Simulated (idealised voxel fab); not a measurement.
This section sets out a process module, namely voxel self aligned contacts.
Displayed cross-section: cut, width of 180 nm, square cells sized 5 nm.
The cross-sections in this document take the form of a grid made of square cells. They are written out as bands, in order from top to bottom. Each band consists of one or more rows of cells. Quick guide to a band line: top height, bottom height (nm) up front; then every material left to right with its width in nm. Only one material and it's marked "edge to edge"? Then it fills the band edge to edge. And "air" just means empty space. Height datum 0, below which the as-received substrate wafer is one material. Lowest band open at the bottom, running downward: "0 -> down". The notation "30..40" denotes a width that varies across the rows of cells in the band, beginning at the first number in the top row, finishing at the second number in the bottom row, and changing by an identical amount from each row to the next. A step reported as "nothing changed" is a step in which no cell of the cross-section changed. Empty spaces counting at least 8 cells and having no open way to the top are listed in "Enclosed void catalog". The notation width x height at distance is used for each, the distance being from the left edge and all three values in nm. Where a step's line continues beyond its settings, the continuation is a remark by the simulator itself on that step. overlay nm: where the mask lay relative to plan, measured to the right, on steps with a mask; negatives go left.
[The following list gives the planned process steps]
1,RECEIVE | material Si
2,CONFORMAL_DEP | material SiO2 | thk nm 5
3,DIRECTIONAL_DEP | material polySi | thk nm 20
4,DIRECTIONAL_DEP | material SiN | thk nm 20
5,MASKED_ETCH | tone cover | mask id GATE | width nm 30 | pitch nm 75 | etch materials SiN | depth nm 20 | overlay nm 0
6,MASKED_ETCH | tone cover | mask id GATE | width nm 30 | pitch nm 75 | etch materials polySi | depth nm 20 | overlay nm 0
7,CONFORMAL_DEP | material SiN | thk nm 10
8,DIRECTIONAL_ETCH | etch materials SiN | depth nm 10
9,FILL_DEP | material SiO2 | thk nm 10
10,CMP | height nm 50
11,PATTERN | tone open | mask id CONTACT | material resist | width nm 55 | thk nm 20 | overlay nm 0
12,DIRECTIONAL_ETCH | etch materials SiO2 | depth nm 50
13,STRIP | etch materials resist
14,CONFORMAL_DEP | material TiN | thk nm 5
15,FILL_DEP | material Ru | thk nm 5
16,CMP | height nm 50
17,CONFORMAL_DEP | material SiCN | thk nm 5
[The first wafer of two, processed as planned]
[Received-state cross-section, reflecting completion of step 1]
> 0 -> down  Si edge to edge
> Enclosed void catalog: none
[Take a look at the wafer's cross-section after step 2]
> 5 -> 0  SiO2 edge to edge
> Unchanged below 0.
[Take a look at the wafer's cross-section after step 3]
> 25 -> 5  polySi edge to edge
> Unchanged below 5.
[Take a look at the wafer's cross-section after step 4]
> 45 -> 25  SiN edge to edge
> Unchanged below 25.
[Take a look at the wafer's cross-section after step 5]
> 45 -> 25  air 35, SiN 30, air 45, SiN 30, air 40
> Unchanged below 25.
[Take a look at the wafer's cross-section after step 6]
> 45 -> 25  air 35, SiN 30, air 45, SiN 30, air 40
> 25 -> 5  air 35, polySi 30, air 45, polySi 30, air 40
> Unchanged below 5.
[Take a look at the wafer's cross-section after step 7]
> 55 -> 25  air 25, SiN 50, air 25, SiN 50, air 30
> 25 -> 15  air 25, SiN 10, polySi 30, SiN 10, air 25, SiN 10, polySi 30, SiN 10, air 30
> 15 -> 5  SiN 35, polySi 30, SiN 45, polySi 30, SiN 40
> Unchanged below 5.
[Take a look at the wafer's cross-section after step 8]
> 45 -> 25  air 25, SiN 50, air 25, SiN 50, air 30
> 25 -> 5  air 25, SiN 10, polySi 30, SiN 10, air 25, SiN 10, polySi 30, SiN 10, air 30
> Unchanged below 5.
[Take a look at the wafer's cross-section after step 9]
> 55 -> 45  SiO2 edge to edge
> 45 -> 25  SiO2 25, SiN 50, SiO2 25, SiN 50, SiO2 30
> 25 -> 5  SiO2 25, SiN 10, polySi 30, SiN 10, SiO2 25, SiN 10, polySi 30, SiN 10, SiO2 30
> Unchanged below 5.
[Take a look at the wafer's cross-section after step 10]
> 50 -> 45  SiO2 edge to edge
> Unchanged below 45.
[Take a look at the wafer's cross-section after step 11]
> 70 -> 50  resist 60, air 55, resist 65
> Unchanged below 50.
[Take a look at the wafer's cross-section after step 12]
> 70 -> 50  resist 60, air 55, resist 65
> 50 -> 45  SiO2 60, air 55, SiO2 65
> 45 -> 25  SiO2 25, SiN 50, air 25, SiN 50, SiO2 30
> 25 -> 5  SiO2 25, SiN 10, polySi 30, SiN 10, air 25, SiN 10, polySi 30, SiN 10, SiO2 30
> 5 -> 0  SiO2 75, air 25, SiO2 80
> Unchanged below 0.
[Take a look at the wafer's cross-section after step 13]
> 50 -> 45  SiO2 60, air 55, SiO2 65
> Unchanged below 45.
[Take a look at the wafer's cross-section after step 14]
> 55 -> 50  TiN 65, air 45, TiN 70
> 50 -> 45  SiO2 60, TiN 20, air 15, TiN 20, SiO2 65
> 45 -> 25  SiO2 25, SiN 50, TiN 5, air 15, TiN 5, SiN 50, SiO2 30
> 25 -> 5  SiO2 25, SiN 10, polySi 30, SiN 10, TiN 5, air 15, TiN 5, SiN 10, polySi 30, SiN 10, SiO2 30
> 5 -> 0  SiO2 75, TiN 25, SiO2 80
> Unchanged below 0.
[Take a look at the wafer's cross-section after step 15]
> 60 -> 55  Ru edge to edge
> 55 -> 50  TiN 65, Ru 45, TiN 70
> 50 -> 45  SiO2 60, TiN 20, Ru 15, TiN 20, SiO2 65
> 45 -> 25  SiO2 25, SiN 50, TiN 5, Ru 15, TiN 5, SiN 50, SiO2 30
> 25 -> 5  SiO2 25, SiN 10, polySi 30, SiN 10, TiN 5, Ru 15, TiN 5, SiN 10, polySi 30, SiN 10, SiO2 30
> Unchanged below 5.
[Take a look at the wafer's cross-section after step 16]
> 50 -> 45  SiO2 60, TiN 20, Ru 15, TiN 20, SiO2 65
> Unchanged below 45.
[Take a look at the wafer's cross-section after step 17]
> 55 -> 50  SiCN edge to edge
> Unchanged below 50.
[Now the other wafer: same start, same recipe, but we messed up one thing when running it. Up to and including step 8 it's the same as the first one]
[Cross-sectional view of the second wafer at the intended end time of process step 9]
> 55 -> 45  TiN edge to edge
> 45 -> 25  TiN 25, SiN 50, TiN 25, SiN 50, TiN 30
> 25 -> 5  TiN 25, SiN 10, polySi 30, SiN 10, TiN 25, SiN 10, polySi 30, SiN 10, TiN 30
> Unchanged below 5.
[Cross-sectional view of the second wafer at the intended end time of process step 10]
> 50 -> 45  TiN edge to edge
> Unchanged below 45.
[Cross-sectional view of the second wafer at the intended end time of process step 11]
> 70 -> 50  resist 60, air 55, resist 65
> Unchanged below 50.
Cross-sectional view of the second wafer at the intended end time of process step 12: nothing changed
[Cross-sectional view of the second wafer at the intended end time of process step 13]
> 50 -> 45  TiN edge to edge
> Unchanged below 45.
[Cross-sectional view of the second wafer at the intended end time of process step 14]
> 55 -> 45  TiN edge to edge
> Unchanged below 45.
[Cross-sectional view of the second wafer at the intended end time of process step 15]
> 60 -> 55  Ru edge to edge
> Unchanged below 55.
[Cross-sectional view of the second wafer at the intended end time of process step 16]
> 50 -> 45  TiN edge to edge
> Unchanged below 45.
[Cross-sectional view of the second wafer at the intended end time of process step 17]
> 55 -> 50  SiCN edge to edge
> Unchanged below 50.
What was the processing mistake? step 9 ran differently from the plan; actual operation with settings: FILL_DEP | material TiN | thk nm 10
In the final state, the cell counts of the second wafer exceed or fall short of those of the first for the following materials: 27 fewer of Ru, 108 fewer of SiO2, 135 more of TiN
